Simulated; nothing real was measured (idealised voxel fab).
process module | voxel gate over fins
Square cell edge 5 nm, section width 265 nm, ID cut.
How to read a cross-section here: the picture is a grid of square cells, written as bands going from the top down, and any band can span one or more rows of cells.
Read a band's entry like this: the first values are the height of its top and the height of its bottom in nm, and what follows is the sequence of materials from left to right, each with its width in nm. Note that "blank" is empty space, and that a single material marked "full width" reaches across the band from edge to edge.
Zero point of the height axis is 0; under it, received wafer = one material. Lowest band: continues down indefinitely, "0 and below".
Think of "30->40" as a width that walks from the first number to the second as you go down the band, top row to bottom row, taking equal-sized steps from row to row.
A step reported as "stayed the same" is a step in which no cell of the cross-section changed.
Fully enclosed voids: empty space of 8 cells or more with no open way to the top, each as width x height at its distance from the left edge, in nm
Formally, on a step line, whatever follows the settings is a remark that the simulator itself makes on the step.
overlay nm: mask right of planned place by this much (step with mask). Neg. = left.

# Process steps - plan
1 RECEIVE, material Si
2 CONFORMAL_DEP, material SiN, thk nm 10
3 MASKED_ETCH, tone cover, mask id FINS, width nm 15, pitch nm 35, etch materials SiN, depth nm 10, overlay nm 0
4 MASKED_ETCH, tone cover, mask id FINS, width nm 15, pitch nm 35, etch materials Si, depth nm 40, overlay nm 0
5 FILL_DEP, material SiO2, thk nm 5
6 CMP, height nm 10
7 SELECTIVE_ETCH, etch materials SiO2, depth nm 25
8 STRIP, etch materials SiN
9 CONFORMAL_DEP, material HfO2, thk nm 5
10 CONFORMAL_DEP, material TiN, thk nm 5
11 FILL_DEP, material W, thk nm 10
12 CMP, height nm 15
13 CONFORMAL_DEP, material SiCN, thk nm 5
Quick note for whoever runs this: the wafers start identical, but the thk nm at step 9 isn't the same across them. The plan just shows what the first wafer had.

# First of several wafers (as received, post step 1), cross-sectional view
- 0 and below = Si full width
- Fully enclosed voids: none

# The table below has one row for each wafer; a row shows, as of the end of the module, how many cells of each material the wafer has gained, marked (+), or lost, marked (-), since it was received, and then the wafer's closed voids
thk nm 5 | +65 HfO2 | -376 Si | +53 SiCN | +235 SiO2 | +65 TiN | +170 W | Fully enclosed voids: none
thk nm 10 | +130 HfO2 | -376 Si | +53 SiCN | +235 SiO2 | +59 TiN | +111 W | Fully enclosed voids: none
thk nm 15 | +189 HfO2 | -376 Si | +53 SiCN | +235 SiO2 | +41 TiN | +70 W | Fully enclosed voids: none
thk nm 20 | +230 HfO2 | -376 Si | +53 SiCN | +235 SiO2 | +37 TiN | +33 W | Fully enclosed voids: none
